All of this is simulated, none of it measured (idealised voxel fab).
process module | voxel self aligned contacts
cross-section cut | 230 nm wide | cells 5 nm
A cross-section is a grid of square cells, given in bands from the top down. A band is one or more rows of cells.
Each band's line starts with the height of the band's top and of its bottom, in nm. Then come its materials from left to right, each with its width in nm. One material with "throughout" fills the band from edge to edge. "air" is empty space.
Height 0 is the level under which the wafer as received is all one material. The lowest band goes on downwards, as in "0 down".
A width such as "30 to 40" changes by the same amount from each row of cells to the next, from the band's top row to its bottom row.
"no change" after a step means that no cell of the cross-section changed.
closed voids: empty space of 8 cells or more with no open way to the top, each as width x height at its distance from the left edge, in nm
after a step's settings: what the simulator itself notes on the step
overlay nm, on a step with a mask: how far to the right of its planned place the mask lay; to the left if negative
plan
1 op RECEIVE | material Si
2 op CONFORMAL_DEP | material SiO2 | thk nm 5
3 op DIRECTIONAL_DEP | material polySi | thk nm 20
4 op DIRECTIONAL_DEP | material SiN | thk nm 15
5 op DIRECTIONAL_DEP | material aC | thk nm 15
6 op PATTERN | tone cover | mask id GATE | material resist | width nm 30 | pitch nm 55 | thk nm 30 | overlay nm 0
7 op DIRECTIONAL_ETCH | etch materials aC | depth nm 15
8 op STRIP | etch materials resist
9 op DIRECTIONAL_ETCH | etch materials SiN | depth nm 15
10 op DIRECTIONAL_ETCH | etch materials polySi | depth nm 20
11 op STRIP | etch materials aC
12 op CONFORMAL_DEP | material SiN | thk nm 5
13 op DIRECTIONAL_ETCH | etch materials SiN | depth nm 5
14 op FILL_DEP | material SiO2 | thk nm 15
15 op CMP | height nm 50
16 op DIRECTIONAL_DEP | material aC | thk nm 15
17 op PATTERN | tone open | mask id CONTACT | material resist | width nm 35 | pitch nm 55 | thk nm 35 | overlay nm 0
18 op DIRECTIONAL_ETCH | etch materials aC | depth nm 15
19 op STRIP | etch materials resist
20 op DIRECTIONAL_ETCH | etch materials SiO2 | depth nm 50
21 op STRIP | etch materials aC
22 op CONFORMAL_DEP | material TiN | thk nm 5
23 op FILL_DEP | material Ru | thk nm 5
24 op CMP | height nm 50
25 op CONFORMAL_DEP | material SiCN | thk nm 5
as received, after step 1
  0 down: Si throughout
  closed voids: none
a wafer at the end: this start, this plan, one mistake
  55 to 50: SiCN throughout
  50 to 40: SiO2 70 | TiN 5 | Ru 25 | TiN 5 | SiO2 20 | TiN 5 | Ru 25 | TiN 5 | SiO2 70
  40 to 35: SiO2 70 | TiN 10 | Ru 15 | TiN 10 | SiO2 20 | TiN 10 | Ru 15 | TiN 10 | SiO2 70
  35 to 25: SiO2 45 | SiN 30 | TiN 5 | Ru 15 | TiN 5 | SiN 30 | TiN 5 | Ru 15 | TiN 5 | SiN 30 | SiO2 45
  25 to 5: SiO2 45 | polySi 30 | TiN 5 | Ru 15 | TiN 5 | polySi 30 | TiN 5 | Ru 15 | TiN 5 | polySi 30 | SiO2 45
  5 to 0: SiO2 75 | TiN 25 | SiO2 30 | TiN 25 | SiO2 75
  0 down: Si throughout
  closed voids: none
what went wrong: step 12 was left out
